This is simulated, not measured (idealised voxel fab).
Documented hereafter: the process module known as voxel transistor to metal.
This is section cut - it's 200 nm across, gridded in 5 nm square cells.
For the purposes of this document, a cross-section shall be understood as a grid of square cells, specified as bands listed in top-to-bottom order, each band consisting of one or more rows of cells. This entry defines a band. It first specifies the height of the band's top and the height of its bottom in nm, and then specifies the band's materials from left to right, stating each material with its width in nm. The word "edge to edge" identifies a single material that fills the band from edge to edge, while the word "empty" identifies empty space. Counting heights begins at 0, where everything beneath is, in the wafer as received, one material. The lowest band has no bottom; it goes on downwards, as "0 -> down" shows. Think of "30->40" as a width that walks from the first number to the second as you go down the band, top row to bottom row, taking equal-sized steps from row to row. "everything unchanged" (step): cross-section cells unchanged, all of them. Each empty space that has no open way to the top and spans at least 8 cells appears under "Fully sealed voids" as width x height at distance, the distance counted from the left edge, all in nm. Past the settings on a step's line: simulator remark, on that step. When a step includes a mask, the "overlay nm" setting on its line states how far to the right of its planned place that mask lay, and negative values state how far to the left.

### Below is the list of planned process steps
- 1: RECEIVE, material Si
- 2: CONFORMAL_DEP, material SiO2, thk nm 5
- 3: CONFORMAL_DEP, material SiN, thk nm 15
- 4: PATTERN, tone cover, mask id ACTIVE, material resist, width nm 100, thk nm 15, overlay nm 0
- 5: DIRECTIONAL_ETCH, etch materials SiN, depth nm 15
- 6: DIRECTIONAL_ETCH, etch materials SiO2, depth nm 5
- 7: DIRECTIONAL_ETCH, etch materials Si, depth nm 30
- 8: STRIP, etch materials resist
- 9: OXIDIZE, depth nm 5
- 10: FILL_DEP, material SiO2, thk nm 5
- 11: CMP, height nm 20
- 12: SELECTIVE_ETCH, etch materials SiO2, depth nm 15
- 13: STRIP, etch materials SiN
- 14: SELECTIVE_ETCH, etch materials SiO2, depth nm 5
- 15: OXIDIZE, depth nm 5
- 16: DIRECTIONAL_DEP, material polySi, thk nm 20
- 17: DIRECTIONAL_DEP, material SiCN, thk nm 15
- 18: PATTERN, tone cover, mask id GATE, material resist, width nm 20, thk nm 20, overlay nm 0
- 19: DIRECTIONAL_ETCH, etch materials SiCN, depth nm 25
- 20: DIRECTIONAL_ETCH, etch materials polySi, depth nm 30
- 21: STRIP, etch materials resist
- 22: CONFORMAL_DEP, material SiO2, thk nm 5
- 23: DIRECTIONAL_ETCH, etch materials SiO2, depth nm 5
- 24: CONFORMAL_DEP, material SiN, thk nm 5
- 25: DIRECTIONAL_ETCH, etch materials SiN, depth nm 5
- 26: DIRECTIONAL_ETCH, etch materials SiO2, depth nm 5
- 27: DIRECTIONAL_ETCH, etch materials Si, depth nm 10
- 28: EPI, material pSi, thk nm 15
- 29: FILL_DEP, material SiO2, thk nm 5
- 30: CMP, height nm 35
- 31: DIRECTIONAL_DEP, material SiO2, thk nm 10
- 32: DIRECTIONAL_DEP, material aC, thk nm 15
- 33: PATTERN, tone open, mask id CONTACT, material resist, width nm 30, pitch nm 60, thk nm 30, overlay nm 0
- 34: DIRECTIONAL_ETCH, etch materials aC, depth nm 15
- 35: STRIP, etch materials resist
- 36: DIRECTIONAL_ETCH, etch materials SiO2, depth nm 45
- 37: STRIP, etch materials aC
- 38: CONFORMAL_DEP, material TiN, thk nm 5
- 39: FILL_DEP, material Ru, thk nm 10
- 40: CMP, height nm 45
- 41: DIRECTIONAL_DEP, material TiN, thk nm 5
- 42: DIRECTIONAL_DEP, material W, thk nm 15
- 43: PATTERN, tone cover, mask id METAL_1, material resist, width nm 20, pitch nm 70, thk nm 15, overlay nm 0
- 44: DIRECTIONAL_ETCH, etch materials W, depth nm 15
- 45: DIRECTIONAL_ETCH, etch materials TiN, depth nm 5
- 46: STRIP, etch materials resist
- 47: FILL_DEP, material lowk, thk nm 5
- 48: CMP, height nm 65
- 49: CONFORMAL_DEP, material SiCN, thk nm 5
- 50: DIRECTIONAL_DEP, material lowk, thk nm 20
- 51: MASKED_ETCH, tone open, mask id METAL_2_HOLES, width nm 15, pitch nm 70, etch materials lowk, depth nm 30, overlay nm 0
- 52: MASKED_ETCH, tone open, mask id METAL_2, width nm 20, pitch nm 70, etch materials lowk, depth nm 20, overlay nm 0
- 53: MASKED_ETCH, tone open, mask id METAL_2, width nm 20, pitch nm 70, etch materials SiCN, depth nm 5, overlay nm 0
- 54: CONFORMAL_DEP, material TiN, thk nm 5
- 55: FILL_DEP, material Ru, thk nm 5
- 56: CMP, height nm 100
- 57: CONFORMAL_DEP, material SiN, thk nm 5
For clarity, it should be stated that the wafers under discussion commence in an identical condition and differ with respect to the thk nm of step 50, the plan indicating the value that the first wafer had.

### Sectional view: first of several wafers, as received, after step 1
- 0 -> down: Si edge to edge
- Fully sealed voids: none

### Row per wafer, end-of-module: cell gain (+)/loss (-) by material since the wafer came in, then closed voids
thk nm 20; +98 Ru; -192 Si; +44 SiCN; +54 SiN; +384 SiO2; +112 TiN; +24 W; +256 lowk; +44 pSi; +16 polySi; Fully sealed voids: none
thk nm 25; +58 Ru; -192 Si; +46 SiCN; +54 SiN; +384 SiO2; +116 TiN; +24 W; +290 lowk; +44 pSi; +16 polySi; Fully sealed voids: none
thk nm 30; +56 Ru; -192 Si; +46 SiCN; +54 SiN; +384 SiO2; +84 TiN; +24 W; +324 lowk; +44 pSi; +16 polySi; Fully sealed voids: none
thk nm 35; +54 Ru; -192 Si; +46 SiCN; +54 SiN; +384 SiO2; +84 TiN; +24 W; +326 lowk; +44 pSi; +16 polySi; Fully sealed voids: none
thk nm 40; +52 Ru; -192 Si; +46 SiCN; +54 SiN; +384 SiO2; +84 TiN; +24 W; +328 lowk; +44 pSi; +16 polySi; Fully sealed voids: none
thk nm 45; +50 Ru; -192 Si; +46 SiCN; +54 SiN; +384 SiO2; +84 TiN; +24 W; +330 lowk; +44 pSi; +16 polySi; Fully sealed voids: none
